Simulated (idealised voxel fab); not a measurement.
Module name: voxel double patterning (process module)
The cross-section shown here is cut; it is 215 nm wide and divided into square cells measuring 5 nm on a side.
Cross-section = grid of square cells, listed top down in bands; band = one or more rows.
Top height, bottom height, nm. Materials left to right, width each, nm. Single material + "throughout" = fills band edge to edge. "empty" = empty.
Heights are reckoned from 0. Under this level, the received wafer is all of one material. The bottommost band is open-ended downward, for example "0 -> down".
Graded width ("30..40"): value in top row of band = first number; value in bottom row = second number; row-to-row change constant.
"no alterations made" means the step left every cell of the cross-section as it was.
So "Closed voids list" is basically the list of trapped voids: any empty space of 8 cells or more that can't reach the top through an opening. They're written width x height at distance, the distance being from the left edge, and it's all nm.
Formally, on a step line, whatever follows the settings is a remark that the simulator itself makes on the step.
For masked steps, "overlay nm" on the step line gives how far right of plan the mask actually lay; a minus sign means it lay to the left.
## List of planned process steps
1 RECEIVE (material Si)
2 CONFORMAL_DEP (material SiO2; thk nm 10)
3 DIRECTIONAL_DEP (material polySi; thk nm 10)
4 DIRECTIONAL_DEP (material SiCN; thk nm 5)
5 PATTERN (tone open; mask id FIRST; material resist; width nm 15; pitch nm 50; thk nm 15; overlay nm 0)
6 DIRECTIONAL_ETCH (etch materials SiCN; depth nm 5)
7 STRIP (etch materials resist)
8 PATTERN (tone open; mask id SECOND; material resist; width nm 15; thk nm 20; overlay nm 0)
9 DIRECTIONAL_ETCH (etch materials SiCN; depth nm 5)
10 STRIP (etch materials resist)
11 DIRECTIONAL_ETCH (etch materials polySi; depth nm 10)
12 STRIP (etch materials SiCN)
## The cross-section here shows the wafer as received, i.e. in its state after step 1
	0 -> down  Si throughout
	Closed voids list: none
## Here's the cross-section of the first of our two wafers at the end of the module - it ran as planned
	20 -> 10  75 polySi, 15 empty, 10 polySi, 15 empty, 10 polySi, 15 empty, 75 polySi
	10 -> 0  SiO2 throughout
	0 -> down  Si throughout
	Closed voids list: none
## Here is the second of the two wafers cut open at the end of the module - same start, same plan as the first one, but we made one mistake running it
	15 -> 5  75 polySi, 15 empty, 10 polySi, 15 empty, 10 polySi, 15 empty, 75 polySi
	5 -> 0  SiO2 throughout
	0 -> down  Si throughout
	Closed voids list: none
Misprocessing identified: step 2 off recipe, ran as CONFORMAL_DEP (material SiO2; thk nm 5)
Cell-count delta at end, second wafer over first, by material: SiO2 -43
